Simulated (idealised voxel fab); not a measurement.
process module | voxel ribs on slabs
cross-section cut | 275 nm wide | cells 5 nm
A cross-section is a grid of square cells, given in bands from the top down. A band is one or more rows of cells.
Each band's line starts with the height of the band's top and of its bottom, in nm. Then come its materials from left to right, each with its width in nm. One material with "throughout" fills the band from edge to edge. "air" is empty space.
Height 0 is the level under which the wafer as received is all one material. The lowest band goes on downwards, as in "0 down".
A width such as "30 to 40" changes by the same amount from each row of cells to the next, from the band's top row to its bottom row.
"no change" after a step means that no cell of the cross-section changed.
closed voids: empty space of 8 cells or more with no open way to the top, each as width x height at its distance from the left edge, in nm
after a step's settings: what the simulator itself notes on the step
overlay nm, on a step with a mask: how far to the right of its planned place the mask lay; to the left if negative
plan
1 op RECEIVE | material Si
2 op DIRECTIONAL_DEP | material SiO2 | thk nm 30
3 op DIRECTIONAL_DEP | material polySi | thk nm 25
4 op MASKED_ETCH | tone cover | mask id RIB | width nm 15 | etch materials polySi | depth nm 15 | overlay nm 0
5 op PATTERN | tone cover | mask id SLAB | material resist | width nm 75 | thk nm 15 | overlay nm 0
6 op DIRECTIONAL_ETCH | etch materials polySi | depth nm 10
7 op STRIP | etch materials resist
8 op FILL_DEP | material SiO2 | thk nm 25
9 op CMP | height nm 75
10 op DIRECTIONAL_DEP | material W | thk nm 5
11 op DIRECTIONAL_DEP | material aC | thk nm 15
12 op PATTERN | tone cover | mask id HEATER | material resist | width nm 25 | thk nm 30 | overlay nm 0
13 op DIRECTIONAL_ETCH | etch materials aC | depth nm 15
14 op STRIP | etch materials resist
15 op DIRECTIONAL_ETCH | etch materials W | depth nm 5
16 op STRIP | etch materials aC
17 op CONFORMAL_DEP | material SiO2 | thk nm 10
as received, after step 1
  0 down: Si throughout
  closed voids: none
first wafer at the end, as planned
  90 to 85: air 115 | SiO2 45 | air 115
  85 to 80: SiO2 throughout
  80 to 75: SiO2 125 | W 25 | SiO2 125
  75 to 55: SiO2 throughout
  55 to 40: SiO2 130 | polySi 15 | SiO2 130
  40 to 30: SiO2 100 | polySi 75 | SiO2 100
  30 to 0: SiO2 throughout
  0 down: Si throughout
  closed voids: none
second wafer at the end: like start, like plan, one mistake
  90 to 85: air 115 | SiO2 45 | air 115
  85 to 80: SiO2 throughout
  80 to 75: SiO2 125 | W 25 | SiO2 125
  75 to 55: SiO2 throughout
  55 to 45: SiO2 100 | polySi 30 | SiO2 15 | polySi 30 | SiO2 100
  45 to 40: polySi 130 | SiO2 15 | polySi 130
  40 to 30: polySi throughout
  30 to 0: SiO2 throughout
  0 down: Si throughout
  closed voids: none
what went wrong: step 4 ran as: op MASKED_ETCH | tone open | mask id RIB | width nm 15 | etch materials polySi | depth nm 15 | overlay nm 0
at the end the second wafer has, in cells: 147 fewer of SiO2 | 147 more of polySi
